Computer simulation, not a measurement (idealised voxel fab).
This is a process module. Its name is voxel self aligned vias.
cross-section cut | 175 nm wide | cells 5 nm
If you're reading a cross-section in this doc, picture square cells in a grid; it comes to you as bands, top ones listed first down to the bottom, and a band can be one or more rows of cells. Band entry format. Leading values: height of top, height of bottom, nm. Remainder: materials in left-to-right order, each with its width in nm. Special words: "edge to edge" on a single material, which then fills the band edge to edge; "empty", empty space. Where do heights start? At 0: under that level the wafer as delivered is made of one material only. And the lowest band has no floor; it just carries on downward, as in "0..down". Per-row width for "30..40": begins at first number (top row of band), ends at second number (bottom row), increment between rows held constant. "changes: none" for a step: no cell of the cross-section changed in that step. Look at "Listed closed voids" for the closed voids: empty spaces with no open path to the top, sized 8 cells or up. Each is width x height at distance, distance from the left edge, all nm. Step line, after settings: the simulator's comment on this step. "overlay nm", when on a step's line for a step with a mask, measures how far to the right of its planned place the mask lay; a negative measure means to the left.

The following list gives the planned process steps
step 1: RECEIVE | material Si
step 2: CONFORMAL_DEP | material SiO2 | thk nm 10
step 3: CONFORMAL_DEP | material SiCN | thk nm 5
step 4: DIRECTIONAL_DEP | material SiO2 | thk nm 25
step 5: MASKED_ETCH | tone open | mask id LINES | width nm 25 | pitch nm 55 | etch materials SiO2 | depth nm 15 | overlay nm 0
step 6: CONFORMAL_DEP | material TiN | thk nm 5
step 7: FILL_DEP | material W | thk nm 5
step 8: CMP | height nm 40
step 9: SELECTIVE_ETCH | etch materials W Ru TiN | depth nm 5
step 10: FILL_DEP | material SiN | thk nm 5
step 11: CMP | height nm 40
step 12: DIRECTIONAL_DEP | material SiO2 | thk nm 15
step 13: DIRECTIONAL_DEP | material aC | thk nm 10
step 14: PATTERN | tone open | mask id VIAS | material resist | width nm 35 | pitch nm 55 | thk nm 25 | overlay nm 0
step 15: DIRECTIONAL_ETCH | etch materials aC | depth nm 10
step 16: STRIP | etch materials resist
step 17: DIRECTIONAL_ETCH | etch materials SiO2 | depth nm 15
step 18: DIRECTIONAL_ETCH | etch materials SiN | depth nm 5
step 19: STRIP | etch materials aC
step 20: CONFORMAL_DEP | material TiN | thk nm 5
step 21: FILL_DEP | material Ru | thk nm 5
step 22: CMP | height nm 55
step 23: CONFORMAL_DEP | material SiN | thk nm 5
Same starting wafers, different depth nm at step 5. Plan value belongs to the first wafer.

As-received state after step 1, first of several wafers, cross-section
    0..down = Si edge to edge
    Listed closed voids: none

The figure below presents a cross-section of the first of several wafers at the conclusion of the module, following its last step, step 23
    60..55 = SiN edge to edge
    55..45 = 40 nm SiO2 | 5 nm TiN | 25 nm Ru | 5 nm TiN | 20 nm SiO2 | 5 nm TiN | 25 nm Ru | 5 nm TiN | 45 nm SiO2
    45..40 = 40 nm SiO2 | 10 nm TiN | 15 nm Ru | 10 nm TiN | 20 nm SiO2 | 10 nm TiN | 15 nm Ru | 10 nm TiN | 45 nm SiO2
    40..35 = 45 nm SiO2 | 25 nm TiN | 30 nm SiO2 | 25 nm TiN | 50 nm SiO2
    35..30 = 45 nm SiO2 | 5 nm TiN | 15 nm W | 5 nm TiN | 30 nm SiO2 | 5 nm TiN | 15 nm W | 5 nm TiN | 50 nm SiO2
    30..25 = 45 nm SiO2 | 25 nm TiN | 30 nm SiO2 | 25 nm TiN | 50 nm SiO2
    25..15 = SiO2 edge to edge
    15..10 = SiCN edge to edge
    10..0 = SiO2 edge to edge
    0..down = Si edge to edge
    Listed closed voids: none

X-section, last wafer, module end
    60..55 = SiN edge to edge
    55..45 = 40 nm SiO2 | 5 nm TiN | 25 nm Ru | 5 nm TiN | 20 nm SiO2 | 5 nm TiN | 25 nm Ru | 5 nm TiN | 45 nm SiO2
    45..40 = 40 nm SiO2 | 10 nm TiN | 15 nm Ru | 10 nm TiN | 20 nm SiO2 | 10 nm TiN | 15 nm Ru | 10 nm TiN | 45 nm SiO2
    40..35 = 45 nm SiO2 | 25 nm TiN | 30 nm SiO2 | 25 nm TiN | 50 nm SiO2
    35..20 = 45 nm SiO2 | 5 nm TiN | 15 nm W | 5 nm TiN | 30 nm SiO2 | 5 nm TiN | 15 nm W | 5 nm TiN | 50 nm SiO2
    20..15 = 45 nm SiO2 | 25 nm TiN | 30 nm SiO2 | 25 nm TiN | 50 nm SiO2
    15..10 = SiCN edge to edge
    10..0 = SiO2 edge to edge
    0..down = Si edge to edge
    Listed closed voids: none

Every row in this table is a wafer at the end of the module, and it gives, for each of the materials, the cells that wafer has gained (+) or lost (-) since it was received, then its closed voids
depth nm 15 | +26 Ru | +35 SiCN | +35 SiN | +278 SiO2 | +40 TiN | +6 W | Listed closed voids: none
depth nm 20 | +26 Ru | +35 SiCN | +35 SiN | +268 SiO2 | +44 TiN | +12 W | Listed closed voids: none
depth nm 25 | +26 Ru | +35 SiCN | +35 SiN | +258 SiO2 | +48 TiN | +18 W | Listed closed voids: none
depth nm 30 | +26 Ru | +35 SiCN | +35 SiN | +258 SiO2 | +48 TiN | +18 W | Listed closed voids: none
depth nm 35 | +26 Ru | +35 SiCN | +35 SiN | +258 SiO2 | +48 TiN | +18 W | Listed closed voids: none
depth nm 40 | +26 Ru | +35 SiCN | +35 SiN | +258 SiO2 | +48 TiN | +18 W | Listed closed voids: none
